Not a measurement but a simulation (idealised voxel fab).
process module | voxel tone inversion
cross-section cut | 275 nm wide | cells 5 nm
A cross-section is a grid of square cells, given in bands from the top down. A band is one or more rows of cells.
Each band's line starts with the height of the band's top and of its bottom, in nm. Then come its materials from left to right, each with its width in nm. One material with "throughout" fills the band from edge to edge. "air" is empty space.
Height 0 is the level under which the wafer as received is all one material. The lowest band goes on downwards, as in "0 down".
A width such as "30 to 40" changes by the same amount from each row of cells to the next, from the band's top row to its bottom row.
"no change" after a step means that no cell of the cross-section changed.
closed voids: empty space of 8 cells or more with no open way to the top, each as width x height at its distance from the left edge, in nm
after a step's settings: what the simulator itself notes on the step
overlay nm, on a step with a mask: how far to the right of its planned place the mask lay; to the left if negative
plan
1 op RECEIVE | material Si
2 op CONFORMAL_DEP | material SiN | thk nm 10
3 op DIRECTIONAL_DEP | material polySi | thk nm 20
4 op PATTERN | tone cover | mask id POSTS | material resist | width nm 15 | pitch nm 40 | thk nm 30 | overlay nm 0
5 op DIRECTIONAL_ETCH | etch materials polySi | depth nm 20
6 op STRIP | etch materials resist
7 op FILL_DEP | material lowk | thk nm 5
8 op CMP | height nm 30
9 op STRIP | etch materials polySi
varied across the wafers: width nm of step 4. The plan shows the first wafer's value. All wafers start alike
first wafer as received, after step 1
  0 down: Si throughout
  closed voids: none
each wafer at the end: cells of each material gained (+) or lost (-) since it was received, then its closed voids
width nm 15 | +110 SiN | +184 lowk | closed voids: none
width nm 20 | +110 SiN | +172 lowk | closed voids: none
width nm 25 | +110 SiN | +160 lowk | closed voids: none
